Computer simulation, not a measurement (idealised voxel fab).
You're looking at the process module voxel tone inversion.
It is cross-section cut that appears here, measuring 170 nm in width, its square cells being 5 nm in size.
A cross-section in this document is a grid of square cells, and it is written down as bands, the top band listed before the ones below it; a band is made up of one or more rows of cells.
Within each band entry, the heights of the top and of the bottom of the band appear first, in that order and in nm; the materials of the band then follow from left to right, each with its corresponding width in nm. The designation "throughout" on a single material indicates that it fills the band from edge to edge; the designation "blank" indicates empty space.
Heights are expressed relative to 0, this being the level below which the as-received wafer comprises one material exclusively. The lowest band is unbounded in the downward direction and is denoted as in "0 and below".
Width spec "30 to 40" -> top row of cells at first value, bottom row at second value, equal per-row change in between.
It should be understood that the words "all unchanged", when stated for a given step, signify that the cross-section underwent no change in any of its cells during that step.
The label "Trapped cavities" introduces a list of the empty spaces, 8 cells or larger, that have no open way up to the top; each entry in it reads width x height at distance, where the distance is taken from the left edge and all three are stated in nm.
Step line, after settings: the simulator's comment on this step.
When a step includes a mask, the "overlay nm" setting on its line states how far to the right of its planned place that mask lay, and negative values state how far to the left.

# Process steps (planned)
step 1: RECEIVE | material Si
step 2: CONFORMAL_DEP | material SiN | thk nm 10
step 3: DIRECTIONAL_DEP | material aC | thk nm 25
step 4: PATTERN | tone cover | mask id POSTS | material resist | width nm 25 | pitch nm 40 | thk nm 30 | overlay nm 0
step 5: DIRECTIONAL_ETCH | etch materials aC | depth nm 25
step 6: STRIP | etch materials resist
step 7: FILL_DEP | material lowk | thk nm 10
step 8: CMP | height nm 35
step 9: STRIP | etch materials aC
step 10: CONFORMAL_DEP | material TiN | thk nm 5
step 11: FILL_DEP | material Ru | thk nm 10
step 12: CMP | height nm 35
step 13: CONFORMAL_DEP | material SiCN | thk nm 5

# First of two wafers - as planned

# Step 1 complete: cross-section of the wafer as received
> 0 and below: Si throughout
> Trapped cavities: none

# Once step 2 is through, the wafer looks like this in cross-section
> 10 down to 0: SiN throughout
> Everything below 0 is unchanged.

# Once step 3 is through, the wafer looks like this in cross-section
> 35 down to 10: aC throughout
> Everything below 10 is unchanged.

# Once step 4 is through, the wafer looks like this in cross-section
> 65 down to 35: blank=30, resist=25, blank=15, resist=25, blank=15, resist=25, blank=35
> Everything below 35 is unchanged.

# Once step 5 is through, the wafer looks like this in cross-section
> 40 down to 35: blank=30, resist=25, blank=15, resist=25, blank=15, resist=25, blank=35
> 35 down to 10: blank=30, aC=25, blank=15, aC=25, blank=15, aC=25, blank=35
> Everything below 10 is unchanged.

# Once step 6 is through, the wafer looks like this in cross-section
> 35 down to 10: blank=30, aC=25, blank=15, aC=25, blank=15, aC=25, blank=35
> Everything below 10 is unchanged.

# Once step 7 is through, the wafer looks like this in cross-section
> 45 down to 35: lowk throughout
> 35 down to 10: lowk=30, aC=25, lowk=15, aC=25, lowk=15, aC=25, lowk=35
> Everything below 10 is unchanged.

# Once step 8 is through, the wafer looks like this in cross-section
> 35 down to 10: lowk=30, aC=25, lowk=15, aC=25, lowk=15, aC=25, lowk=35
> Everything below 10 is unchanged.

# Once step 9 is through, the wafer looks like this in cross-section
> 35 down to 10: lowk=30, blank=25, lowk=15, blank=25, lowk=15, blank=25, lowk=35
> Everything below 10 is unchanged.

# Once step 10 is through, the wafer looks like this in cross-section
> 40 down to 35: TiN=35, blank=15, TiN=25, blank=15, TiN=25, blank=15, TiN=40
> 35 down to 15: lowk=30, TiN=5, blank=15, TiN=5, lowk=15, TiN=5, blank=15, TiN=5, lowk=15, TiN=5, blank=15, TiN=5, lowk=35
> 15 down to 10: lowk=30, TiN=25, lowk=15, TiN=25, lowk=15, TiN=25, lowk=35
> Everything below 10 is unchanged.

# Once step 11 is through, the wafer looks like this in cross-section
> 50 down to 40: Ru throughout
> 40 down to 35: TiN=35, Ru=15, TiN=25, Ru=15, TiN=25, Ru=15, TiN=40
> 35 down to 15: lowk=30, TiN=5, Ru=15, TiN=5, lowk=15, TiN=5, Ru=15, TiN=5, lowk=15, TiN=5, Ru=15, TiN=5, lowk=35
> Everything below 15 is unchanged.

# Once step 12 is through, the wafer looks like this in cross-section
> 35 down to 15: lowk=30, TiN=5, Ru=15, TiN=5, lowk=15, TiN=5, Ru=15, TiN=5, lowk=15, TiN=5, Ru=15, TiN=5, lowk=35
> Everything below 15 is unchanged.

# Once step 13 is through, the wafer looks like this in cross-section
> 40 down to 35: SiCN throughout
> Everything below 35 is unchanged.

# Here the second wafer is described. Its start and its plan were those of the first wafer. Its run contained one mistake. Up to and including step 3, it did exactly what the first wafer did

# Second wafer, section view, time point: scheduled end of step 4
> 65 down to 35: blank=35, resist=20, blank=20, resist=20, blank=20, resist=20, blank=35
> Everything below 35 is unchanged.

# Second wafer, section view, time point: scheduled end of step 5
> 40 down to 35: blank=35, resist=20, blank=20, resist=20, blank=20, resist=20, blank=35
> 35 down to 10: blank=35, aC=20, blank=20, aC=20, blank=20, aC=20, blank=35
> Everything below 10 is unchanged.

# Second wafer, section view, time point: scheduled end of step 6
> 35 down to 10: blank=35, aC=20, blank=20, aC=20, blank=20, aC=20, blank=35
> Everything below 10 is unchanged.

# Second wafer, section view, time point: scheduled end of step 7
> 45 down to 35: lowk throughout
> 35 down to 10: lowk=35, aC=20, lowk=20, aC=20, lowk=20, aC=20, lowk=35
> Everything below 10 is unchanged.

# Second wafer, section view, time point: scheduled end of step 8
> 35 down to 10: lowk=35, aC=20, lowk=20, aC=20, lowk=20, aC=20, lowk=35
> Everything below 10 is unchanged.

# Second wafer, section view, time point: scheduled end of step 9
> 35 down to 10: lowk=35, blank=20, lowk=20, blank=20, lowk=20, blank=20, lowk=35
> Everything below 10 is unchanged.

# Second wafer, section view, time point: scheduled end of step 10
> 40 down to 35: TiN=40, blank=10, TiN=30, blank=10, TiN=30, blank=10, TiN=40
> 35 down to 15: lowk=35, TiN=5, blank=10, TiN=5, lowk=20, TiN=5, blank=10, TiN=5, lowk=20, TiN=5, blank=10, TiN=5, lowk=35
> 15 down to 10: lowk=35, TiN=20, lowk=20, TiN=20, lowk=20, TiN=20, lowk=35
> Everything below 10 is unchanged.

# Second wafer, section view, time point: scheduled end of step 11
> 50 down to 40: Ru throughout
> 40 down to 35: TiN=40, Ru=10, TiN=30, Ru=10, TiN=30, Ru=10, TiN=40
> 35 down to 15: lowk=35, TiN=5, Ru=10, TiN=5, lowk=20, TiN=5, Ru=10, TiN=5, lowk=20, TiN=5, Ru=10, TiN=5, lowk=35
> Everything below 15 is unchanged.

# Second wafer, section view, time point: scheduled end of step 12
> 35 down to 15: lowk=35, TiN=5, Ru=10, TiN=5, lowk=20, TiN=5, Ru=10, TiN=5, lowk=20, TiN=5, Ru=10, TiN=5, lowk=35
> Everything below 15 is unchanged.

# Second wafer, section view, time point: scheduled end of step 13
> 40 down to 35: SiCN throughout
> Everything below 35 is unchanged.
Where did the run depart from the plan? step 4 ran differently from the plan; actual operation with settings: PATTERN | tone cover | mask id POSTS | material resist | width nm 20 | pitch nm 40 | thk nm 30 | overlay nm 0
Materials where the second wafer ends with more or fewer cells than the first: 12 fewer of Ru; 3 fewer of TiN; 15 more of lowk
